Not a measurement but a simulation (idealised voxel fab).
Proc. module: voxel wiring stack
Each square cell in cross-section cut measures 5 nm, and the section as a whole is 255 nm wide.
In this document a cross-section is written as a grid of square cells. It is given as a series of bands, listed from the top down, and a band is one or more rows of cells. First you get the band's top height and its bottom height, in nm, and then the materials it's made of, left to right, with each width in nm. If you see a single material with "everywhere", that one covers the band edge to edge. "empty" is empty space. For the purposes of this specification, 0 denotes the height below which the wafer in its as-received condition is composed wholly of one material, and the lowermost band, lacking a lower limit, extends downward without end, as expressed in "from 0 down". Think of "30..40" as a width that walks from the first number to the second as you go down the band, top row to bottom row, taking equal-sized steps from row to row. Step marked "all unchanged"? Then no cell in the cross-section changed in it. Voids not open to the top, 8 cells minimum: see "closed voids". Written width x height at distance; distance is from the left edge; nm. If you see something after the settings on a step's line, that's the simulator's own remark about that step. Each step line may optionally specify "overlay nm", which for a step with a mask gives the rightward distance between the mask's planned place and where it lay, a negative value indicating the leftward direction.
-- The following list gives the planned process steps
- 1: RECEIVE (material Si)
- 2: CONFORMAL_DEP (material SiO2; thk nm 10)
- 3: DIRECTIONAL_DEP (material TiN; thk nm 5)
- 4: DIRECTIONAL_DEP (material Ru; thk nm 25)
- 5: PATTERN (tone cover; mask id METAL_1; material resist; width nm 25; pitch nm 55; thk nm 15; overlay nm 0)
- 6: DIRECTIONAL_ETCH (etch materials Ru; depth nm 25)
- 7: DIRECTIONAL_ETCH (etch materials TiN; depth nm 5)
- 8: STRIP (etch materials resist)
- 9: FILL_DEP (material SiO2; thk nm 5)
- 10: CMP (height nm 40)
- 11: CONFORMAL_DEP (material SiCN; thk nm 5)
- 12: DIRECTIONAL_DEP (material lowk; thk nm 20)
- 13: MASKED_ETCH (tone open; mask id PLUG_1; width nm 15; pitch nm 55; etch materials lowk; depth nm 20; overlay nm 0)
- 14: MASKED_ETCH (tone open; mask id PLUG_1; width nm 15; pitch nm 55; etch materials SiCN; depth nm 5; overlay nm 0)
- 15: CONFORMAL_DEP (material TiN; thk nm 5)
- 16: FILL_DEP (material W; thk nm 5)
- 17: CMP (height nm 65)
- 18: CONFORMAL_DEP (material SiN; thk nm 5)
- 19: DIRECTIONAL_DEP (material lowk; thk nm 20)
- 20: MASKED_ETCH (tone open; mask id METAL_2; width nm 25; pitch nm 55; etch materials lowk; depth nm 20; overlay nm 0)
- 21: MASKED_ETCH (tone open; mask id METAL_2; width nm 25; pitch nm 55; etch materials SiN; depth nm 5; overlay nm 0)
- 22: CONFORMAL_DEP (material TiN; thk nm 5)
- 23: FILL_DEP (material Cu; thk nm 10)
- 24: CMP (height nm 90)
- 25: CONFORMAL_DEP (material SiCN; thk nm 5)
-- Incoming wafer, cross-sectional view, post step 1
from 0 down  Si everywhere
closed voids: none
-- The following cross-section depicts the wafer upon conclusion of the module. Processing commenced from the starting condition illustrated above and adhered to the plan illustrated above, save for one mistake in execution
from 110 to 105  SiCN everywhere
from 105 to 95  Cu everywhere
from 95 to 90  TiN (35) / Cu (15) / TiN (40) / Cu (15) / TiN (40) / Cu (15) / TiN (40) / Cu (15) / TiN (40)
from 90 to 70  lowk (30) / TiN (5) / Cu (15) / TiN (5) / lowk (30) / TiN (5) / Cu (15) / TiN (5) / lowk (30) / TiN (5) / Cu (15) / TiN (5) / lowk (30) / TiN (5) / Cu (15) / TiN (5) / lowk (35)
from 70 to 65  SiN (30) / TiN (25) / SiN (30) / TiN (25) / SiN (30) / TiN (25) / SiN (30) / TiN (25) / SiN (35)
from 65 to 45  lowk (30) / TiN (5) / W (5) / TiN (5) / lowk (40) / TiN (5) / W (5) / TiN (5) / lowk (40) / TiN (5) / W (5) / TiN (5) / lowk (40) / TiN (5) / W (5) / TiN (5) / lowk (45)
from 45 to 40  SiCN (30) / TiN (15) / SiCN (40) / TiN (15) / SiCN (40) / TiN (15) / SiCN (40) / TiN (15) / SiCN (45)
from 40 to 15  SiO2 (30) / Ru (25) / SiO2 (30) / Ru (25) / SiO2 (30) / Ru (25) / SiO2 (30) / Ru (25) / SiO2 (35)
from 15 to 10  SiO2 (30) / TiN (25) / SiO2 (30) / TiN (25) / SiO2 (30) / TiN (25) / SiO2 (30) / TiN (25) / SiO2 (35)
from 10 to 0  SiO2 everywhere
from 0 down  Si everywhere
closed voids: none
Against the plan, the run slipped here: yeah, step 24 of the plan got skipped, never ran
